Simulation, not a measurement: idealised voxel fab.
Title: Process Module voxel ribs on slabs
The figure presents cross-section cut, which has a width of 280 nm and is divided into square cells with an edge length of 5 nm.
Reading order for cross-sections: top band down to bottom band. Underlying form: a grid of square cells. Band size: one or more rows of cells.
Basically the band line says how high the top is and how high the bottom is, in nm, and then what's in it from left to right, every material with its width in nm. Empty space shows up as "empty", and if a single material carries "throughout" it runs the full band edge to edge.
Below 0: as-received wafer, all one material; heights counted from there. Lowest band: no bottom, goes on down, written "0 and below".
Quick explanation for "30 to 40": the width changes in equal steps down the rows of cells, from the first number in the band's top row to the second number in its bottom row.
"stayed the same", as given for a step, is the statement that not any cell of the cross-section underwent a change during that step.
Basically, "Fully closed voids" tells you about the enclosed voids: empty spaces with no open way to the top, 8 cells or bigger, each written width x height at distance, where distance is from the left edge, all in nm.
Anything after a step's settings on that line? It's the simulator's own note about the step.
overlay nm: how far to the right of its planned place the mask lay on this masked step (negative: to the left).
Set out below are the planned steps of the process:
- 1: RECEIVE [material Si]
- 2: DIRECTIONAL_DEP [material SiO2] [thk nm 25]
- 3: DIRECTIONAL_DEP [material SiN] [thk nm 25]
- 4: DIRECTIONAL_DEP [material aC] [thk nm 15]
- 5: PATTERN [tone cover] [mask id RIB] [material resist] [width nm 30] [thk nm 35] [overlay nm 0]
- 6: DIRECTIONAL_ETCH [etch materials aC] [depth nm 15]
- 7: STRIP [etch materials resist]
- 8: DIRECTIONAL_ETCH [etch materials SiN] [depth nm 10]
- 9: STRIP [etch materials aC]
- 10: DIRECTIONAL_DEP [material aC] [thk nm 10]
- 11: PATTERN [tone cover] [mask id SLAB] [material resist] [width nm 90] [thk nm 25] [overlay nm 0]
- 12: DIRECTIONAL_ETCH [etch materials aC] [depth nm 10]
- 13: STRIP [etch materials resist]
- 14: DIRECTIONAL_ETCH [etch materials SiN] [depth nm 15]
- 15: STRIP [etch materials aC]
- 16: FILL_DEP [material SiO2] [thk nm 25]
- 17: CMP [height nm 65]
- 18: DIRECTIONAL_DEP [material TiN] [thk nm 5]
- 19: DIRECTIONAL_DEP [material aC] [thk nm 15]
- 20: PATTERN [tone cover] [mask id HEATER] [material resist] [width nm 40] [thk nm 35] [overlay nm -15]
- 21: DIRECTIONAL_ETCH [etch materials aC] [depth nm 15]
- 22: STRIP [etch materials resist]
- 23: DIRECTIONAL_ETCH [etch materials TiN] [depth nm 5]
- 24: STRIP [etch materials aC]
- 25: CONFORMAL_DEP [material SiO2] [thk nm 10]
What sets these wafers apart? The overlay nm at step 20. They all start alike, and the plan carries the first wafer's value.
As-received cross-section, first of several wafers, post step 1:
* 0 and below  Si throughout
* Fully closed voids: none
Cross-section, first of several wafers, end of module, after last step 25:
* 80 down to 75  empty (95) | SiO2 (60) | empty (125)
* 75 down to 70  SiO2 throughout
* 70 down to 65  SiO2 (105) | TiN (40) | SiO2 (135)
* 65 down to 50  SiO2 throughout
* 50 down to 40  SiO2 (125) | SiN (30) | SiO2 (125)
* 40 down to 25  SiO2 (95) | SiN (90) | SiO2 (95)
* 25 down to 0  SiO2 throughout
* 0 and below  Si throughout
* Fully closed voids: none
Module end, final wafer: cross-section:
* 80 down to 75  empty (125) | SiO2 (60) | empty (95)
* 75 down to 70  SiO2 throughout
* 70 down to 65  SiO2 (135) | TiN (40) | SiO2 (105)
* 65 down to 50  SiO2 throughout
* 50 down to 40  SiO2 (125) | SiN (30) | SiO2 (125)
* 40 down to 25  SiO2 (95) | SiN (90) | SiO2 (95)
* 25 down to 0  SiO2 throughout
* 0 and below  Si throughout
* Fully closed voids: none
What follows is a table in which each wafer occupies a row; for the wafer as it stands at the close of the module, the row states, material by material, how many cells have been gained (+) or lost (-) since receipt, and then gives its closed voids:
overlay nm -15; +66 SiN; +778 SiO2; +8 TiN; Fully closed voids: none
overlay nm -10; +66 SiN; +778 SiO2; +8 TiN; Fully closed voids: none
overlay nm -5; +66 SiN; +778 SiO2; +8 TiN; Fully closed voids: none
overlay nm 0; +66 SiN; +778 SiO2; +8 TiN; Fully closed voids: none
overlay nm 5; +66 SiN; +778 SiO2; +8 TiN; Fully closed voids: none
overlay nm 10; +66 SiN; +778 SiO2; +8 TiN; Fully closed voids: none
overlay nm 15; +66 SiN; +778 SiO2; +8 TiN; Fully closed voids: none
